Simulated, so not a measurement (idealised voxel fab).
process module | voxel quadruple lines
cross-section cut | 225 nm wide | cells 5 nm
A cross-section is a grid of square cells, given in bands from the top down. A band is one or more rows of cells.
Each band's line starts with the height of the band's top and of its bottom, in nm. Then come its materials from left to right, each with its width in nm. One material with "throughout" fills the band from edge to edge. "air" is empty space.
Height 0 is the level under which the wafer as received is all one material. The lowest band goes on downwards, as in "0 down".
A width such as "30 to 40" changes by the same amount from each row of cells to the next, from the band's top row to its bottom row.
"no change" after a step means that no cell of the cross-section changed.
closed voids: empty space of 8 cells or more with no open way to the top, each as width x height at its distance from the left edge, in nm
after a step's settings: what the simulator itself notes on the step
overlay nm, on a step with a mask: how far to the right of its planned place the mask lay; to the left if negative
plan
1 op RECEIVE | material Si
2 op CONFORMAL_DEP | material SiO2 | thk nm 10
3 op DIRECTIONAL_DEP | material TiN | thk nm 10
4 op DIRECTIONAL_DEP | material polySi | thk nm 20
5 op DIRECTIONAL_DEP | material aC | thk nm 20
6 op PATTERN | tone cover | mask id MANDREL | material resist | width nm 30 | thk nm 30 | overlay nm 0
7 op DIRECTIONAL_ETCH | etch materials aC | depth nm 20
8 op STRIP | etch materials resist
9 op CONFORMAL_DEP | material SiO2 | thk nm 10
10 op DIRECTIONAL_ETCH | etch materials SiO2 | depth nm 10
11 op STRIP | etch materials aC
12 op DIRECTIONAL_ETCH | etch materials polySi | depth nm 20
13 op STRIP | etch materials SiO2
14 op CONFORMAL_DEP | material SiN | thk nm 10
15 op DIRECTIONAL_ETCH | etch materials SiN | depth nm 10
16 op STRIP | etch materials polySi
17 op DIRECTIONAL_ETCH | etch materials TiN | depth nm 10
18 op STRIP | etch materials SiN
19 op FILL_DEP | material lowk | thk nm 10
20 op CMP | height nm 20
first wafer, as planned
as received, after step 1
  0 down: Si throughout
  closed voids: none
after step 2
  10 to 0: SiO2 throughout
  below 0: unchanged
after step 3
  20 to 10: TiN throughout
  below 10: unchanged
after step 4
  40 to 20: polySi throughout
  below 20: unchanged
after step 5
  60 to 40: aC throughout
  below 40: unchanged
after step 6
  90 to 60: air 95 | resist 30 | air 100
  below 60: unchanged
after step 7
  70 to 60: air 95 | resist 30 | air 100
  60 to 40: air 95 | aC 30 | air 100
  below 40: unchanged
after step 8
  60 to 40: air 95 | aC 30 | air 100
  below 40: unchanged
after step 9
  70 to 60: air 85 | SiO2 50 | air 90
  60 to 50: air 85 | SiO2 10 | aC 30 | SiO2 10 | air 90
  50 to 40: SiO2 95 | aC 30 | SiO2 100
  below 40: unchanged
after step 10
  60 to 40: air 85 | SiO2 10 | aC 30 | SiO2 10 | air 90
  below 40: unchanged
after step 11
  60 to 40: air 85 | SiO2 10 | air 30 | SiO2 10 | air 90
  below 40: unchanged
after step 12
  60 to 40: air 85 | SiO2 10 | air 30 | SiO2 10 | air 90
  40 to 20: air 85 | polySi 10 | air 30 | polySi 10 | air 90
  below 20: unchanged
after step 13
  40 to 20: air 85 | polySi 10 | air 30 | polySi 10 | air 90
  below 20: unchanged
after step 14
  50 to 40: air 75 | SiN 30 | air 10 | SiN 30 | air 80
  40 to 30: air 75 | SiN 10 | polySi 10 | SiN 10 | air 10 | SiN 10 | polySi 10 | SiN 10 | air 80
  30 to 20: SiN 85 | polySi 10 | SiN 30 | polySi 10 | SiN 90
  below 20: unchanged
after step 15
  40 to 20: air 75 | SiN 10 | polySi 10 | SiN 10 | air 10 | SiN 10 | polySi 10 | SiN 10 | air 80
  below 20: unchanged
after step 16
  40 to 20: air 75 | SiN 10 | air 10 | SiN 10 | air 10 | SiN 10 | air 10 | SiN 10 | air 80
  below 20: unchanged
after step 17
  40 to 20: air 75 | SiN 10 | air 10 | SiN 10 | air 10 | SiN 10 | air 10 | SiN 10 | air 80
  20 to 10: air 75 | TiN 10 | air 10 | TiN 10 | air 10 | TiN 10 | air 10 | TiN 10 | air 80
  below 10: unchanged
after step 18
  20 to 10: air 75 | TiN 10 | air 10 | TiN 10 | air 10 | TiN 10 | air 10 | TiN 10 | air 80
  below 10: unchanged
after step 19
  30 to 20: lowk throughout
  20 to 10: lowk 75 | TiN 10 | lowk 10 | TiN 10 | lowk 10 | TiN 10 | lowk 10 | TiN 10 | lowk 80
  below 10: unchanged
after step 20
  20 to 10: lowk 75 | TiN 10 | lowk 10 | TiN 10 | lowk 10 | TiN 10 | lowk 10 | TiN 10 | lowk 80
  below 10: unchanged
second wafer: like start, like plan, one mistake. Through step 5 it matches the first wafer
when step 6 should have ended
  90 to 60: air 90 | resist 30 | air 105
  below 60: unchanged
when step 7 should have ended
  70 to 60: air 90 | resist 30 | air 105
  60 to 40: air 90 | aC 30 | air 105
  below 40: unchanged
when step 8 should have ended
  60 to 40: air 90 | aC 30 | air 105
  below 40: unchanged
when step 9 should have ended
  70 to 60: air 80 | SiO2 50 | air 95
  60 to 50: air 80 | SiO2 10 | aC 30 | SiO2 10 | air 95
  50 to 40: SiO2 90 | aC 30 | SiO2 105
  below 40: unchanged
when step 10 should have ended
  60 to 40: air 80 | SiO2 10 | aC 30 | SiO2 10 | air 95
  below 40: unchanged
when step 11 should have ended
  60 to 40: air 80 | SiO2 10 | air 30 | SiO2 10 | air 95
  below 40: unchanged
when step 12 should have ended
  60 to 40: air 80 | SiO2 10 | air 30 | SiO2 10 | air 95
  40 to 20: air 80 | polySi 10 | air 30 | polySi 10 | air 95
  below 20: unchanged
when step 13 should have ended
  40 to 20: air 80 | polySi 10 | air 30 | polySi 10 | air 95
  below 20: unchanged
when step 14 should have ended
  50 to 40: air 70 | SiN 30 | air 10 | SiN 30 | air 85
  40 to 30: air 70 | SiN 10 | polySi 10 | SiN 10 | air 10 | SiN 10 | polySi 10 | SiN 10 | air 85
  30 to 20: SiN 80 | polySi 10 | SiN 30 | polySi 10 | SiN 95
  below 20: unchanged
when step 15 should have ended
  40 to 20: air 70 | SiN 10 | polySi 10 | SiN 10 | air 10 | SiN 10 | polySi 10 | SiN 10 | air 85
  below 20: unchanged
when step 16 should have ended
  40 to 20: air 70 | SiN 10 | air 10 | SiN 10 | air 10 | SiN 10 | air 10 | SiN 10 | air 85
  below 20: unchanged
when step 17 should have ended
  40 to 20: air 70 | SiN 10 | air 10 | SiN 10 | air 10 | SiN 10 | air 10 | SiN 10 | air 85
  20 to 10: air 70 | TiN 10 | air 10 | TiN 10 | air 10 | TiN 10 | air 10 | TiN 10 | air 85
  below 10: unchanged
when step 18 should have ended
  20 to 10: air 70 | TiN 10 | air 10 | TiN 10 | air 10 | TiN 10 | air 10 | TiN 10 | air 85
  below 10: unchanged
when step 19 should have ended
  30 to 20: lowk throughout
  20 to 10: lowk 70 | TiN 10 | lowk 10 | TiN 10 | lowk 10 | TiN 10 | lowk 10 | TiN 10 | lowk 85
  below 10: unchanged
when step 20 should have ended
  20 to 10: lowk 70 | TiN 10 | lowk 10 | TiN 10 | lowk 10 | TiN 10 | lowk 10 | TiN 10 | lowk 85
  below 10: unchanged
what went wrong: step 6 ran as: op PATTERN | tone cover | mask id MANDREL | material resist | width nm 30 | thk nm 30 | overlay nm -5
at the end the second wafer has, in cells: as many of each material as the first, in other places
